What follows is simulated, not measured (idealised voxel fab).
The name of this process module is voxel wiring stack.
The cross-section shown here is cut; it is 160 nm wide and divided into square cells measuring 5 nm on a side.
Throughout this document, each cross-section is represented as a grid of square cells and is presented as a sequence of bands enumerated from the top downward, where a band comprises one or more rows of cells.
It is stipulated that each band's entry specify, in nanometres, the height of the top of the band and then that of its bottom, followed by the materials of the band in left-to-right sequence, each together with its width in nanometres. A single material marked by the word "all across" is understood to fill the band from edge to edge; the word "blank" is understood to denote empty space.
For the purposes of this specification, 0 denotes the height below which the wafer in its as-received condition is composed wholly of one material, and the lowermost band, lacking a lower limit, extends downward without end, as expressed in "0 down".
Note: "30 to 40" means the width goes from the first number (top row of the band) to the second number (bottom row) in equal steps per row of cells.
"left unchanged" means the step left every cell of the cross-section as it was.
If an empty space has no open way to the top and is at least 8 cells in size, "Closed void inventory" lists it, written width x height at distance, where distance is measured from the left edge and every value is in nm.
On a step's line, text after the settings is the simulator commenting on that step.
On any step carrying a mask, the "overlay nm" setting, if present on the step's line, tells how far right of its planned place the mask lay; negative values point to the left.
-- The following list gives the planned process steps
1: RECEIVE: material Si
2: CONFORMAL_DEP: material SiO2, thk nm 15
3: CONFORMAL_DEP: material SiN, thk nm 5
4: DIRECTIONAL_DEP: material SiO2, thk nm 25
5: PATTERN: tone open, mask id METAL_1, material resist, width nm 25, pitch nm 45, thk nm 15, overlay nm 0
6: DIRECTIONAL_ETCH: etch materials SiO2, depth nm 25
7: DIRECTIONAL_ETCH: etch materials SiN, depth nm 5
8: STRIP: etch materials resist
9: CONFORMAL_DEP: material TiN, thk nm 5
10: FILL_DEP: material W, thk nm 5
11: CMP: height nm 45
12: CONFORMAL_DEP: material SiCN, thk nm 5
13: DIRECTIONAL_DEP: material SiO2, thk nm 30
14: DIRECTIONAL_DEP: material aC, thk nm 10
15: PATTERN: tone open, mask id METAL_2_HOLES, material resist, width nm 15, pitch nm 90, thk nm 30, overlay nm 0
16: DIRECTIONAL_ETCH: etch materials aC, depth nm 10
17: STRIP: etch materials resist
18: DIRECTIONAL_ETCH: etch materials SiO2, depth nm 30
19: STRIP: etch materials aC
20: DIRECTIONAL_DEP: material aC, thk nm 15
21: PATTERN: tone open, mask id METAL_2, material resist, width nm 25, pitch nm 45, thk nm 35, overlay nm 0
22: DIRECTIONAL_ETCH: etch materials aC, depth nm 15
23: STRIP: etch materials resist
24: DIRECTIONAL_ETCH: etch materials SiO2, depth nm 15
25: DIRECTIONAL_ETCH: etch materials SiCN, depth nm 5
26: STRIP: etch materials aC
27: CONFORMAL_DEP: material TiN, thk nm 5
28: FILL_DEP: material Cu, thk nm 10
29: CMP: height nm 80
30: CONFORMAL_DEP: material SiCN, thk nm 5
-- So this is the incoming wafer in cross-section - it's already been through step 1
- 0 down | Si all across
- Closed void inventory: none
-- a wafer at the end: this start, this plan, one mistake
- 85 to 80 | SiCN all across
- 80 to 70 | 20 of SiO2, 5 of TiN, 15 of Cu, 5 of TiN, 20 of SiO2, 5 of TiN, 15 of Cu, 5 of TiN, 20 of SiO2, 5 of TiN, 15 of Cu, 5 of TiN, 25 of SiO2
- 70 to 65 | 20 of SiO2, 5 of TiN, 5 of Cu, 15 of TiN, 20 of SiO2, 25 of TiN, 20 of SiO2, 5 of TiN, 5 of Cu, 15 of TiN, 25 of SiO2
- 65 to 50 | 20 of SiO2, 5 of TiN, 5 of Cu, 5 of TiN, 75 of SiO2, 5 of TiN, 5 of Cu, 5 of TiN, 35 of SiO2
- 50 to 45 | 20 of SiCN, 15 of TiN, 75 of SiCN, 15 of TiN, 35 of SiCN
- 45 to 20 | 15 of W, 5 of TiN, 25 of SiO2, 5 of TiN, 10 of W, 5 of TiN, 25 of SiO2, 5 of TiN, 10 of W, 5 of TiN, 25 of SiO2, 5 of TiN, 20 of W
- 20 to 15 | 20 of TiN, 25 of SiN, 20 of TiN, 25 of SiN, 20 of TiN, 25 of SiN, 25 of TiN
- 15 to 0 | SiO2 all across
- 0 down | Si all across
- Closed void inventory: none
Short version of what went wrong: step 5 ran as: PATTERN: tone cover, mask id METAL_1, material resist, width nm 25, pitch nm 45, thk nm 15, overlay nm 0
